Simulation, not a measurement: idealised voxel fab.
process module | voxel ribs on slabs
cross-section cut | 240 nm wide | cells 5 nm
A cross-section is a grid of square cells, given in bands from the top down. A band is one or more rows of cells.
Each band's line starts with the height of the band's top and of its bottom, in nm. Then come its materials from left to right, each with its width in nm. One material with "throughout" fills the band from edge to edge. "air" is empty space.
Height 0 is the level under which the wafer as received is all one material. The lowest band goes on downwards, as in "0 down".
A width such as "30 to 40" changes by the same amount from each row of cells to the next, from the band's top row to its bottom row.
"no change" after a step means that no cell of the cross-section changed.
closed voids: empty space of 8 cells or more with no open way to the top, each as width x height at its distance from the left edge, in nm
after a step's settings: what the simulator itself notes on the step
overlay nm, on a step with a mask: how far to the right of its planned place the mask lay; to the left if negative
plan
1 op RECEIVE | material Si
2 op DIRECTIONAL_DEP | material SiO2 | thk nm 30
3 op DIRECTIONAL_DEP | material SiN | thk nm 20
4 op PATTERN | tone cover | mask id RIB | material resist | width nm 20 | thk nm 15 | overlay nm 0
5 op DIRECTIONAL_ETCH | etch materials SiN | depth nm 10
6 op STRIP | etch materials resist
7 op PATTERN | tone cover | mask id SLAB | material resist | width nm 70 | thk nm 15 | overlay nm 0
8 op DIRECTIONAL_ETCH | etch materials SiN | depth nm 10
9 op STRIP | etch materials resist
10 op FILL_DEP | material SiO2 | thk nm 30
11 op CMP | height nm 70
12 op DIRECTIONAL_DEP | material W | thk nm 10
13 op MASKED_ETCH | tone cover | mask id HEATER | width nm 30 | etch materials W | depth nm 10 | overlay nm 0
14 op CONFORMAL_DEP | material SiO2 | thk nm 10
as received, after step 1
  0 down: Si throughout
  closed voids: none
a wafer at the end: this start, this plan, one mistake
  90 to 80: air 95 | SiO2 50 | air 95
  80 to 70: SiO2 105 | W 30 | SiO2 105
  70 to 60: SiO2 110 | SiN 20 | SiO2 110
  60 to 50: SiO2 85 | SiN 70 | SiO2 85
  50 to 30: SiN throughout
  30 to 0: SiO2 throughout
  0 down: Si throughout
  closed voids: none
what went wrong: step 3 was run twice
